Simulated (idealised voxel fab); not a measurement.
voxel self aligned contacts: a process module
cross-section cut | 170 nm wide | cells 5 nm
When this document writes out a cross-section, it uses a grid of square cells and lists it as bands, beginning at the top and moving down, with a band standing for one or more rows of cells. The band entry comprises the height of the band's top followed by the height of its bottom, expressed in nm, and subsequently the band's materials from left to right, each stated together with its width in nm. Where a single material is marked with the word "full width", that material fills the band from edge to edge. The word "empty" represents empty space. The reference from which all heights are counted is 0, the level beneath which the as-received wafer is entirely one material; the lowest band, having no lower bound, proceeds downward and is written after the example "from 0 down". A width such as "30..40" changes by the same amount from each row of cells to the next, from the band's top row to its bottom row. Reading "remained unchanged" for a step: not a cell of the cross-section changed in it. "Voids lacking openings" - sealed voids, min. 8 cells, no opening to top; format: width x height at distance (distance from left edge; nm throughout). The remark found on a step's line after its settings is issued by the simulator itself and pertains to that step. The optional step-line setting "overlay nm" applies to steps with a mask and quantifies how far to the right of its planned location the mask lay, a negative value indicating leftward placement.

Here's what the planned process steps look like:
1,RECEIVE with material Si
2,CONFORMAL_DEP with material SiO2, thk nm 5
3,DIRECTIONAL_DEP with material polySi, thk nm 30
4,DIRECTIONAL_DEP with material SiN, thk nm 20
5,MASKED_ETCH with tone cover, mask id GATE, width nm 35, pitch nm 70, etch materials SiN, depth nm 20, overlay nm 0
6,MASKED_ETCH with tone cover, mask id GATE, width nm 35, pitch nm 70, etch materials polySi, depth nm 30, overlay nm 0
7,CONFORMAL_DEP with material SiN, thk nm 5
8,DIRECTIONAL_ETCH with etch materials SiN, depth nm 5
9,FILL_DEP with material SiO2, thk nm 20
10,CMP with height nm 65
11,MASKED_ETCH with tone open, mask id CONTACT, width nm 45, etch materials SiO2, depth nm 65, overlay nm -15
12,CONFORMAL_DEP with material TiN, thk nm 5
13,FILL_DEP with material Ru, thk nm 10
14,CMP with height nm 65
15,CONFORMAL_DEP with material SiCN, thk nm 5
It is noted that the wafers described herein are identical at the outset and are distinguished by the overlay nm of step 11; the value stated in the plan corresponds to the first wafer.

Cross-section of the first incoming wafer of several, state after step 1:
  from 0 down | Si full width
  Voids lacking openings: none

Rows = wafers. At module end, each row lists per material the cells gained (+) or lost (-) since the wafer was received, then the closed voids:
overlay nm -15; +29 Ru; +34 SiCN; +96 SiN; +200 SiO2; +33 TiN; +84 polySi; Voids lacking openings: none
overlay nm -10; +40 Ru; +34 SiCN; +96 SiN; +189 SiO2; +33 TiN; +84 polySi; Voids lacking openings: none
overlay nm -5; +40 Ru; +34 SiCN; +96 SiN; +189 SiO2; +33 TiN; +84 polySi; Voids lacking openings: none
overlay nm 0; +40 Ru; +34 SiCN; +96 SiN; +189 SiO2; +33 TiN; +84 polySi; Voids lacking openings: none
overlay nm 5; +40 Ru; +34 SiCN; +96 SiN; +189 SiO2; +33 TiN; +84 polySi; Voids lacking openings: none
overlay nm 10; +40 Ru; +34 SiCN; +96 SiN; +189 SiO2; +33 TiN; +84 polySi; Voids lacking openings: none
overlay nm 15; +29 Ru; +34 SiCN; +96 SiN; +200 SiO2; +33 TiN; +84 polySi; Voids lacking openings: none
